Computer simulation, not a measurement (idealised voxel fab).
process module | voxel tone inversion
cross-section cut | 255 nm wide | cells 5 nm
A cross-section is a grid of square cells, given in bands from the top down. A band is one or more rows of cells.
Each band's line starts with the height of the band's top and of its bottom, in nm. Then come its materials from left to right, each with its width in nm. One material with "throughout" fills the band from edge to edge. "air" is empty space.
Height 0 is the level under which the wafer as received is all one material. The lowest band goes on downwards, as in "0 down".
A width such as "30 to 40" changes by the same amount from each row of cells to the next, from the band's top row to its bottom row.
"no change" after a step means that no cell of the cross-section changed.
closed voids: empty space of 8 cells or more with no open way to the top, each as width x height at its distance from the left edge, in nm
after a step's settings: what the simulator itself notes on the step
overlay nm, on a step with a mask: how far to the right of its planned place the mask lay; to the left if negative
plan
1 op RECEIVE | material Si
2 op CONFORMAL_DEP | material SiCN | thk nm 10
3 op DIRECTIONAL_DEP | material aC | thk nm 20
4 op PATTERN | tone cover | mask id POSTS | material resist | width nm 25 | pitch nm 50 | thk nm 25 | overlay nm 0
5 op DIRECTIONAL_ETCH | etch materials aC | depth nm 20
6 op STRIP | etch materials resist
7 op FILL_DEP | material SiO2 | thk nm 10
8 op CMP | height nm 30
9 op STRIP | etch materials aC
first wafer, as planned
as received, after step 1
  0 down: Si throughout
  closed voids: none
after step 2
  10 to 0: SiCN throughout
  below 0: unchanged
after step 3
  30 to 10: aC throughout
  below 10: unchanged
after step 4
  55 to 30: air 40 | resist 25 | air 25 | resist 25 | air 25 | resist 25 | air 25 | resist 25 | air 40
  below 30: unchanged
after step 5
  35 to 30: air 40 | resist 25 | air 25 | resist 25 | air 25 | resist 25 | air 25 | resist 25 | air 40
  30 to 10: air 40 | aC 25 | air 25 | aC 25 | air 25 | aC 25 | air 25 | aC 25 | air 40
  below 10: unchanged
after step 6
  30 to 10: air 40 | aC 25 | air 25 | aC 25 | air 25 | aC 25 | air 25 | aC 25 | air 40
  below 10: unchanged
after step 7
  40 to 30: SiO2 throughout
  30 to 10: SiO2 40 | aC 25 | SiO2 25 | aC 25 | SiO2 25 | aC 25 | SiO2 25 | aC 25 | SiO2 40
  below 10: unchanged
after step 8
  30 to 10: SiO2 40 | aC 25 | SiO2 25 | aC 25 | SiO2 25 | aC 25 | SiO2 25 | aC 25 | SiO2 40
  below 10: unchanged
after step 9
  30 to 10: SiO2 40 | air 25 | SiO2 25 | air 25 | SiO2 25 | air 25 | SiO2 25 | air 25 | SiO2 40
  below 10: unchanged
second wafer: like start, like plan, one mistake. Through step 3 it matches the first wafer
when step 4 should have ended
  55 to 30: air 30 | resist 25 | air 25 | resist 25 | air 25 | resist 25 | air 25 | resist 25 | air 50
  below 30: unchanged
when step 5 should have ended
  35 to 30: air 30 | resist 25 | air 25 | resist 25 | air 25 | resist 25 | air 25 | resist 25 | air 50
  30 to 10: air 30 | aC 25 | air 25 | aC 25 | air 25 | aC 25 | air 25 | aC 25 | air 50
  below 10: unchanged
when step 6 should have ended
  30 to 10: air 30 | aC 25 | air 25 | aC 25 | air 25 | aC 25 | air 25 | aC 25 | air 50
  below 10: unchanged
when step 7 should have ended
  40 to 30: SiO2 throughout
  30 to 10: SiO2 30 | aC 25 | SiO2 25 | aC 25 | SiO2 25 | aC 25 | SiO2 25 | aC 25 | SiO2 50
  below 10: unchanged
when step 8 should have ended
  30 to 10: SiO2 30 | aC 25 | SiO2 25 | aC 25 | SiO2 25 | aC 25 | SiO2 25 | aC 25 | SiO2 50
  below 10: unchanged
when step 9 should have ended
  30 to 10: SiO2 30 | air 25 | SiO2 25 | air 25 | SiO2 25 | air 25 | SiO2 25 | air 25 | SiO2 50
  below 10: unchanged
what went wrong: step 4 ran as: op PATTERN | tone cover | mask id POSTS | material resist | width nm 25 | pitch nm 50 | thk nm 25 | overlay nm -10
at the end the second wafer has, in cells: as many of each material as the first, in other places
